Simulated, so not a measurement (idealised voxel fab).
process module | voxel gate over fins
cross-section cut | 140 nm wide | cells 5 nm
A cross-section is a grid of square cells, given in bands from the top down. A band is one or more rows of cells.
Each band's line starts with the height of the band's top and of its bottom, in nm. Then come its materials from left to right, each with its width in nm. One material with "throughout" fills the band from edge to edge. "air" is empty space.
Height 0 is the level under which the wafer as received is all one material. The lowest band goes on downwards, as in "0 down".
A width such as "30 to 40" changes by the same amount from each row of cells to the next, from the band's top row to its bottom row.
"no change" after a step means that no cell of the cross-section changed.
closed voids: empty space of 8 cells or more with no open way to the top, each as width x height at its distance from the left edge, in nm
after a step's settings: what the simulator itself notes on the step
overlay nm, on a step with a mask: how far to the right of its planned place the mask lay; to the left if negative
plan
1 op RECEIVE | material Si
2 op CONFORMAL_DEP | material SiN | thk nm 5
3 op DIRECTIONAL_DEP | material aC | thk nm 15
4 op PATTERN | tone cover | mask id FINS | material resist | width nm 15 | pitch nm 45 | thk nm 30 | overlay nm 0
5 op DIRECTIONAL_ETCH | etch materials aC | depth nm 15
6 op STRIP | etch materials resist
7 op DIRECTIONAL_ETCH | etch materials SiN | depth nm 5
8 op DIRECTIONAL_ETCH | etch materials Si | depth nm 40
9 op STRIP | etch materials aC
10 op FILL_DEP | material SiO2 | thk nm 15
11 op CMP | height nm 5
12 op SELECTIVE_ETCH | etch materials SiO2 | depth nm 20
13 op STRIP | etch materials SiN
14 op CONFORMAL_DEP | material HfO2 | thk nm 5
15 op CONFORMAL_DEP | material TiN | thk nm 5
16 op FILL_DEP | material W | thk nm 10
17 op CMP | height nm 15
18 op CONFORMAL_DEP | material SiCN | thk nm 5
as received, after step 1
  0 down: Si throughout
  closed voids: none
a wafer at the end: this start, this plan, one mistake
  20 to 15: SiCN throughout
  15 to 10: W throughout
  10 to 5: W 30 | TiN 35 | W 10 | TiN 35 | W 30
  5 to 0: W 30 | TiN 5 | HfO2 25 | TiN 5 | W 10 | TiN 5 | HfO2 25 | TiN 5 | W 30
  0 to -5: W 30 | TiN 5 | HfO2 5 | Si 15 | HfO2 5 | TiN 5 | W 10 | TiN 5 | HfO2 5 | Si 15 | HfO2 5 | TiN 5 | W 30
  -5 to -10: TiN 35 | HfO2 5 | Si 15 | HfO2 5 | TiN 5 | W 10 | TiN 5 | HfO2 5 | Si 15 | HfO2 5 | TiN 35
  -10 to -15: HfO2 25 | TiN 10 | HfO2 5 | Si 15 | HfO2 5 | TiN 20 | HfO2 5 | Si 15 | HfO2 5 | TiN 10 | HfO2 25
  -15 to -20: SiO2 20 | HfO2 20 | Si 15 | HfO2 30 | Si 15 | HfO2 20 | SiO2 20
  -20 to -40: SiO2 40 | Si 15 | SiO2 30 | Si 15 | SiO2 40
  -40 down: Si throughout
  closed voids: none
what went wrong: steps 12 and 13 were swapped
